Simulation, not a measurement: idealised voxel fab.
Presented below is a process module, voxel capacitor over wiring.
The cross-section on display is named cut; it measures 215 nm wide, and its cells are 5 nm squares.
In what follows, cross-sections appear as grids of square cells, described through bands that run from the top down, where every band is one or more rows of cells. First you get the band's top height and its bottom height, in nm, and then the materials it's made of, left to right, with each width in nm. If you see a single material with "full width", that one covers the band edge to edge. "blank" is empty space. Height reference: 0 = level under which incoming wafer is all one material. Lowest band: no bottom, runs on downward, e.g. "top 0, no bottom". Per-row width for "30..40": begins at first number (top row of band), ends at second number (bottom row), increment between rows held constant. Any step labelled "no alterations made" changed none of the cells in the cross-section. "Closed-off voids" - sealed voids, min. 8 cells, no opening to top; format: width x height at distance (distance from left edge; nm throughout). Anything after a step's settings on that line? It's the simulator's own note about the step. You can add "overlay nm" to a step's line. For a step with a mask, it describes how far the mask lay to the right of its planned position, and a negative number describes a lay to the left.
List of planned process steps:
1,RECEIVE [material Si]
2,CONFORMAL_DEP [material SiO2] [thk nm 15]
3,CONFORMAL_DEP [material SiCN] [thk nm 5]
4,DIRECTIONAL_DEP [material SiO2] [thk nm 20]
5,MASKED_ETCH [tone open] [mask id METAL_1] [width nm 30] [pitch nm 80] [etch materials SiO2] [depth nm 20] [overlay nm 0]
6,MASKED_ETCH [tone open] [mask id METAL_1] [width nm 30] [pitch nm 80] [etch materials SiCN] [depth nm 5] [overlay nm 0]
7,CONFORMAL_DEP [material TiN] [thk nm 5]
8,FILL_DEP [material Cu] [thk nm 10]
9,CMP [height nm 40]
10,CONFORMAL_DEP [material SiCN] [thk nm 5]
11,DIRECTIONAL_DEP [material lowk] [thk nm 15]
12,MASKED_ETCH [tone open] [mask id PLUG_1] [width nm 15] [etch materials lowk] [depth nm 15] [overlay nm 0]
13,MASKED_ETCH [tone open] [mask id PLUG_1] [width nm 15] [etch materials SiCN] [depth nm 5] [overlay nm 0]
14,CONFORMAL_DEP [material TiN] [thk nm 5]
15,FILL_DEP [material W] [thk nm 10]
16,CMP [height nm 60]
17,DIRECTIONAL_DEP [material TiN] [thk nm 10]
18,DIRECTIONAL_DEP [material HfO2] [thk nm 5]
19,DIRECTIONAL_DEP [material TiN] [thk nm 5]
20,MASKED_ETCH [tone cover] [mask id UPPER_PLATE] [width nm 55] [etch materials TiN] [depth nm 5] [overlay nm 0]
21,MASKED_ETCH [tone cover] [mask id UPPER_PLATE] [width nm 55] [etch materials HfO2] [depth nm 5] [overlay nm 0]
22,MASKED_ETCH [tone cover] [mask id LOWER_PLATE] [width nm 65] [etch materials TiN] [depth nm 10] [overlay nm 0]
23,FILL_DEP [material SiO2] [thk nm 20]
24,CMP [height nm 95]
25,MASKED_ETCH [tone open] [mask id PLUG_2] [width nm 15] [etch materials SiO2] [depth nm 15] [overlay nm 0]
26,CONFORMAL_DEP [material TiN] [thk nm 5]
27,FILL_DEP [material Cu] [thk nm 10]
28,CMP [height nm 95]
29,CONFORMAL_DEP [material SiCN] [thk nm 5]
The first of a set of two wafers, run to plan:
Cross-section of the wafer at receipt, which is the condition after step 1:
	top 0, no bottom  Si full width
	Closed-off voids: none
Once step 2 is through, the wafer looks like this in cross-section:
	top 15, bottom 0  SiO2 full width
	Beneath the level 0, the cross-section is identical to its previous state.
Once step 3 is through, the wafer looks like this in cross-section:
	top 20, bottom 15  SiCN full width
	Beneath the level 15, the cross-section is identical to its previous state.
Once step 4 is through, the wafer looks like this in cross-section:
	top 40, bottom 20  SiO2 full width
	Beneath the level 20, the cross-section is identical to its previous state.
Once step 5 is through, the wafer looks like this in cross-section:
	top 40, bottom 20  SiO2 50 nm, then blank 30 nm, then SiO2 50 nm, then blank 30 nm, then SiO2 55 nm
	Beneath the level 20, the cross-section is identical to its previous state.
Once step 6 is through, the wafer looks like this in cross-section:
	top 40, bottom 20  SiO2 50 nm, then blank 30 nm, then SiO2 50 nm, then blank 30 nm, then SiO2 55 nm
	top 20, bottom 15  SiCN 50 nm, then blank 30 nm, then SiCN 50 nm, then blank 30 nm, then SiCN 55 nm
	Beneath the level 15, the cross-section is identical to its previous state.
Once step 7 is through, the wafer looks like this in cross-section:
	top 45, bottom 40  TiN 55 nm, then blank 20 nm, then TiN 60 nm, then blank 20 nm, then TiN 60 nm
	top 40, bottom 20  SiO2 50 nm, then TiN 5 nm, then blank 20 nm, then TiN 5 nm, then SiO2 50 nm, then TiN 5 nm, then blank 20 nm, then TiN 5 nm, then SiO2 55 nm
	top 20, bottom 15  SiCN 50 nm, then TiN 30 nm, then SiCN 50 nm, then TiN 30 nm, then SiCN 55 nm
	Beneath the level 15, the cross-section is identical to its previous state.
Once step 8 is through, the wafer looks like this in cross-section:
	top 55, bottom 45  Cu full width
	top 45, bottom 40  TiN 55 nm, then Cu 20 nm, then TiN 60 nm, then Cu 20 nm, then TiN 60 nm
	top 40, bottom 20  SiO2 50 nm, then TiN 5 nm, then Cu 20 nm, then TiN 5 nm, then SiO2 50 nm, then TiN 5 nm, then Cu 20 nm, then TiN 5 nm, then SiO2 55 nm
	Beneath the level 20, the cross-section is identical to its previous state.
Once step 9 is through, the wafer looks like this in cross-section:
	top 40, bottom 20  SiO2 50 nm, then TiN 5 nm, then Cu 20 nm, then TiN 5 nm, then SiO2 50 nm, then TiN 5 nm, then Cu 20 nm, then TiN 5 nm, then SiO2 55 nm
	Beneath the level 20, the cross-section is identical to its previous state.
Once step 10 is through, the wafer looks like this in cross-section:
	top 45, bottom 40  SiCN full width
	Beneath the level 40, the cross-section is identical to its previous state.
Once step 11 is through, the wafer looks like this in cross-section:
	top 60, bottom 45  lowk full width
	Beneath the level 45, the cross-section is identical to its previous state.
Once step 12 is through, the wafer looks like this in cross-section:
	top 60, bottom 45  lowk 65 nm, then blank 15 nm, then lowk 135 nm
	Beneath the level 45, the cross-section is identical to its previous state.
Once step 13 is through, the wafer looks like this in cross-section:
	top 60, bottom 45  lowk 65 nm, then blank 15 nm, then lowk 135 nm
	top 45, bottom 40  SiCN 65 nm, then blank 15 nm, then SiCN 135 nm
	Beneath the level 40, the cross-section is identical to its previous state.
Once step 14 is through, the wafer looks like this in cross-section:
	top 65, bottom 60  TiN 70 nm, then blank 5 nm, then TiN 140 nm
	top 60, bottom 45  lowk 65 nm, then TiN 5 nm, then blank 5 nm, then TiN 5 nm, then lowk 135 nm
	top 45, bottom 40  SiCN 65 nm, then TiN 15 nm, then SiCN 135 nm
	Beneath the level 40, the cross-section is identical to its previous state.
Once step 15 is through, the wafer looks like this in cross-section:
	top 75, bottom 65  W full width
	top 65, bottom 60  TiN 70 nm, then W 5 nm, then TiN 140 nm
	top 60, bottom 45  lowk 65 nm, then TiN 5 nm, then W 5 nm, then TiN 5 nm, then lowk 135 nm
	Beneath the level 45, the cross-section is identical to its previous state.
Once step 16 is through, the wafer looks like this in cross-section:
	top 60, bottom 45  lowk 65 nm, then TiN 5 nm, then W 5 nm, then TiN 5 nm, then lowk 135 nm
	Beneath the level 45, the cross-section is identical to its previous state.
Once step 17 is through, the wafer looks like this in cross-section:
	top 70, bottom 60  TiN full width
	Beneath the level 60, the cross-section is identical to its previous state.
Once step 18 is through, the wafer looks like this in cross-section:
	top 75, bottom 70  HfO2 full width
	Beneath the level 70, the cross-section is identical to its previous state.
Once step 19 is through, the wafer looks like this in cross-section:
	top 80, bottom 75  TiN full width
	Beneath the level 75, the cross-section is identical to its previous state.
Once step 20 is through, the wafer looks like this in cross-section:
	top 80, bottom 75  blank 65 nm, then TiN 55 nm, then blank 95 nm
	Beneath the level 75, the cross-section is identical to its previous state.
Once step 21 is through, the wafer looks like this in cross-section:
	top 80, bottom 75  blank 65 nm, then TiN 55 nm, then blank 95 nm
	top 75, bottom 70  blank 65 nm, then HfO2 55 nm, then blank 95 nm
	Beneath the level 70, the cross-section is identical to its previous state.
Once step 22 is through, the wafer looks like this in cross-section:
	top 80, bottom 75  blank 65 nm, then TiN 55 nm, then blank 95 nm
	top 75, bottom 70  blank 65 nm, then HfO2 55 nm, then blank 95 nm
	top 70, bottom 60  blank 60 nm, then TiN 65 nm, then blank 90 nm
	Beneath the level 60, the cross-section is identical to its previous state.
Once step 23 is through, the wafer looks like this in cross-section:
	top 100, bottom 80  SiO2 full width
	top 80, bottom 75  SiO2 65 nm, then TiN 55 nm, then SiO2 95 nm
	top 75, bottom 70  SiO2 65 nm, then HfO2 55 nm, then SiO2 95 nm
	top 70, bottom 60  SiO2 60 nm, then TiN 65 nm, then SiO2 90 nm
	Beneath the level 60, the cross-section is identical to its previous state.
Once step 24 is through, the wafer looks like this in cross-section:
	top 95, bottom 80  SiO2 full width
	Beneath the level 80, the cross-section is identical to its previous state.
Once step 25 is through, the wafer looks like this in cross-section:
	top 95, bottom 80  SiO2 75 nm, then blank 15 nm, then SiO2 125 nm
	Beneath the level 80, the cross-section is identical to its previous state.
Once step 26 is through, the wafer looks like this in cross-section:
	top 100, bottom 95  TiN 80 nm, then blank 5 nm, then TiN 130 nm
	top 95, bottom 85  SiO2 75 nm, then TiN 5 nm, then blank 5 nm, then TiN 5 nm, then SiO2 125 nm
	top 85, bottom 75  SiO2 75..65 nm, then TiN 15..55 nm, then SiO2 125..95 nm
	Beneath the level 75, the cross-section is identical to its previous state.
Once step 27 is through, the wafer looks like this in cross-section:
	top 110, bottom 100  Cu full width
	top 100, bottom 95  TiN 80 nm, then Cu 5 nm, then TiN 130 nm
	top 95, bottom 85  SiO2 75 nm, then TiN 5 nm, then Cu 5 nm, then TiN 5 nm, then SiO2 125 nm
	Beneath the level 85, the cross-section is identical to its previous state.
Once step 28 is through, the wafer looks like this in cross-section:
	top 95, bottom 85  SiO2 75 nm, then TiN 5 nm, then Cu 5 nm, then TiN 5 nm, then SiO2 125 nm
	Beneath the level 85, the cross-section is identical to its previous state.
Once step 29 is through, the wafer looks like this in cross-section:
	top 100, bottom 95  SiCN full width
	Beneath the level 95, the cross-section is identical to its previous state.
Okay, second wafer. Nothing different at the start, nothing different in the plan, just one mistake somewhere in the running. As far as step 19, counting that step, it's the first wafer all over again:
Cross-sectional representation of the second wafer at the time designated in the plan for the completion of step 20:
	top 80, bottom 75  TiN 65 nm, then blank 55 nm, then TiN 95 nm
	Beneath the level 75, the cross-section is identical to its previous state.
Cross-sectional representation of the second wafer at the time designated in the plan for the completion of step 21: no alterations made
Cross-sectional representation of the second wafer at the time designated in the plan for the completion of step 22:
	top 80, bottom 75  blank 60 nm, then TiN 5 nm, then blank 55 nm, then TiN 5 nm, then blank 90 nm
	Beneath the level 75, the cross-section is identical to its previous state.
Cross-sectional representation of the second wafer at the time designated in the plan for the completion of step 23:
	top 100, bottom 80  SiO2 full width
	top 80, bottom 75  SiO2 60 nm, then TiN 5 nm, then SiO2 55 nm, then TiN 5 nm, then SiO2 90 nm
	Beneath the level 75, the cross-section is identical to its previous state.
Cross-sectional representation of the second wafer at the time designated in the plan for the completion of step 24:
	top 95, bottom 80  SiO2 full width
	Beneath the level 80, the cross-section is identical to its previous state.
Cross-sectional representation of the second wafer at the time designated in the plan for the completion of step 25:
	top 95, bottom 80  SiO2 75 nm, then blank 15 nm, then SiO2 125 nm
	Beneath the level 80, the cross-section is identical to its previous state.
Cross-sectional representation of the second wafer at the time designated in the plan for the completion of step 26:
	top 100, bottom 95  TiN 80 nm, then blank 5 nm, then TiN 130 nm
	top 95, bottom 85  SiO2 75 nm, then TiN 5 nm, then blank 5 nm, then TiN 5 nm, then SiO2 125 nm
	top 85, bottom 80  SiO2 75 nm, then TiN 15 nm, then SiO2 125 nm
	Beneath the level 80, the cross-section is identical to its previous state.
Cross-sectional representation of the second wafer at the time designated in the plan for the completion of step 27:
	top 110, bottom 100  Cu full width
	top 100, bottom 95  TiN 80 nm, then Cu 5 nm, then TiN 130 nm
	top 95, bottom 85  SiO2 75 nm, then TiN 5 nm, then Cu 5 nm, then TiN 5 nm, then SiO2 125 nm
	Beneath the level 85, the cross-section is identical to its previous state.
Cross-sectional representation of the second wafer at the time designated in the plan for the completion of step 28:
	top 95, bottom 85  SiO2 75 nm, then TiN 5 nm, then Cu 5 nm, then TiN 5 nm, then SiO2 125 nm
	Beneath the level 85, the cross-section is identical to its previous state.
Cross-sectional representation of the second wafer at the time designated in the plan for the completion of step 29:
	top 100, bottom 95  SiCN full width
	Beneath the level 95, the cross-section is identical to its previous state.
Against the plan, the run slipped here: for step 20, the planned setting was not used; the step was instead run as MASKED_ETCH [tone open] [mask id UPPER_PLATE] [width nm 55] [etch materials TiN] [depth nm 5] [overlay nm 0]
Bottom line after processing is that, in cells, the second wafer is up or down on some materials versus the first: 32 more of HfO2; 83 fewer of SiO2; 51 more of TiN
